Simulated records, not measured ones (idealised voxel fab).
process module | voxel gate over fins
cross-section cut | 235 nm wide | cells 5 nm
A cross-section is a grid of square cells, given in bands from the top down. A band is one or more rows of cells.
Each band's line starts with the height of the band's top and of its bottom, in nm. Then come its materials from left to right, each with its width in nm. One material with "throughout" fills the band from edge to edge. "air" is empty space.
Height 0 is the level under which the wafer as received is all one material. The lowest band goes on downwards, as in "0 down".
A width such as "30 to 40" changes by the same amount from each row of cells to the next, from the band's top row to its bottom row.
"no change" after a step means that no cell of the cross-section changed.
closed voids: empty space of 8 cells or more with no open way to the top, each as width x height at its distance from the left edge, in nm
after a step's settings: what the simulator itself notes on the step
overlay nm, on a step with a mask: how far to the right of its planned place the mask lay; to the left if negative
plan
1 op RECEIVE | material Si
2 op CONFORMAL_DEP | material SiN | thk nm 5
3 op PATTERN | tone cover | mask id FINS | material resist | width nm 15 | pitch nm 35 | thk nm 15 | overlay nm 0
4 op DIRECTIONAL_ETCH | etch materials SiN | depth nm 5
5 op DIRECTIONAL_ETCH | etch materials Si | depth nm 35
6 op STRIP | etch materials resist
7 op FILL_DEP | material SiO2 | thk nm 5
8 op CMP | height nm 5
9 op SELECTIVE_ETCH | etch materials SiO2 | depth nm 15
10 op STRIP | etch materials SiN
11 op CONFORMAL_DEP | material HfO2 | thk nm 5
12 op CONFORMAL_DEP | material TiN | thk nm 5
13 op FILL_DEP | material W | thk nm 10
14 op CMP | height nm 15
15 op CONFORMAL_DEP | material SiN | thk nm 5
as received, after step 1
  0 down: Si throughout
  closed voids: none
first wafer at the end, as planned
  20 to 15: SiN throughout
  15 to 10: W throughout
  10 to 5: W 65 | TiN 105 | W 65
  5 to 0: W 65 | TiN 5 | HfO2 25 | TiN 10 | HfO2 25 | TiN 10 | HfO2 25 | TiN 5 | W 65
  0 to -5: TiN 70 | HfO2 5 | Si 15 | HfO2 5 | TiN 10 | HfO2 5 | Si 15 | HfO2 5 | TiN 10 | HfO2 5 | Si 15 | HfO2 5 | TiN 70
  -5 to -10: HfO2 75 | Si 15 | HfO2 20 | Si 15 | HfO2 20 | Si 15 | HfO2 75
  -10 to -35: SiO2 75 | Si 15 | SiO2 20 | Si 15 | SiO2 20 | Si 15 | SiO2 75
  -35 down: Si throughout
  closed voids: none
second wafer at the end: like start, like plan, one mistake
  20 to 15: SiN throughout
  15 to 10: W throughout
  10 to 5: W 65 | TiN 110 | W 60
  5 to 0: W 65 | TiN 5 | HfO2 30 | TiN 5 | HfO2 30 | TiN 5 | HfO2 30 | TiN 5 | W 60
  0 to -5: TiN 70 | HfO2 5 | Si 20 | HfO2 5 | TiN 5 | HfO2 5 | Si 20 | HfO2 5 | TiN 5 | HfO2 5 | Si 20 | HfO2 5 | TiN 65
  -5 to -10: HfO2 75 | Si 20 | HfO2 15 | Si 20 | HfO2 15 | Si 20 | HfO2 70
  -10 to -35: SiO2 75 | Si 20 | SiO2 15 | Si 20 | SiO2 15 | Si 20 | SiO2 70
  -35 down: Si throughout
  closed voids: none
what went wrong: step 3 ran as: op PATTERN | tone cover | mask id FINS | material resist | width nm 20 | pitch nm 35 | thk nm 15 | overlay nm 0
at the end the second wafer has, in cells: 21 more of Si | 15 fewer of SiO2 | 4 fewer of TiN | 2 fewer of W
